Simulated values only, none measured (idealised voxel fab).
Herein follows the process module entitled voxel released beams.
Xsec cut, 145 nm wide, square cell size 5 nm.
Cross-sections here: square-cell grids, written as top-down lists of bands, a band being one or more rows of cells. Quick guide to a band line: top height, bottom height (nm) up front; then every material left to right with its width in nm. Only one material and it's marked "full width"? Then it fills the band edge to edge. And "empty" just means empty space. Heights are measured from 0, the level below which the as-received wafer is all one material; the lowest band has no bottom and continues downward, written as in "0 -> down". A width such as "30->40" changes by the same amount from each row of cells to the next, from the band's top row to its bottom row. It should be understood that the words "changes: none", when stated for a given step, signify that the cross-section underwent no change in any of its cells during that step. "Fully sealed cavities" means: voids of 8 cells or more that are shut off from the top with no open way through. Written width x height at distance, distance from the left edge, in nm. Where a step's line continues beyond its settings, the continuation is a remark by the simulator itself on that step. The "overlay nm" setting may appear on a step's line; for a step that uses a mask, it gives how far to the right of its planned position the mask lay, and a negative value indicates the left.

**These are the steps we planned for the process**
step 1: RECEIVE: material Si
step 2: CONFORMAL_DEP: material Al2O3, thk nm 5
step 3: DIRECTIONAL_DEP: material SiO2, thk nm 20
step 4: MASKED_ETCH: tone open, mask id ANCHOR, width nm 45, etch materials SiO2, depth nm 20, overlay nm 0
step 5: CONFORMAL_DEP: material polySi, thk nm 15
step 6: MASKED_ETCH: tone cover, mask id BEAM, width nm 90, etch materials polySi, depth nm 15, overlay nm 0
step 7: STRIP: etch materials SiO2

**Incoming wafer in cross-section (state: after step 1)**
* 0 -> down  Si full width
* Fully sealed cavities: none

**Final wafer profile in cross-section after the module, from the same start and plan as above, with one mistake made during processing**
* 35 -> 20  25 nm empty; 20 nm polySi; 15 nm empty; 55 nm polySi; 30 nm empty
* 20 -> 5  30 nm empty; 45 nm polySi; 70 nm empty
* 5 -> 0  Al2O3 full width
* 0 -> down  Si full width
* Fully sealed cavities: none
The mistake made against the process plan was this: in deviation from the planned setting, step 3 was conducted as DIRECTIONAL_DEP: material SiO2, thk nm 15
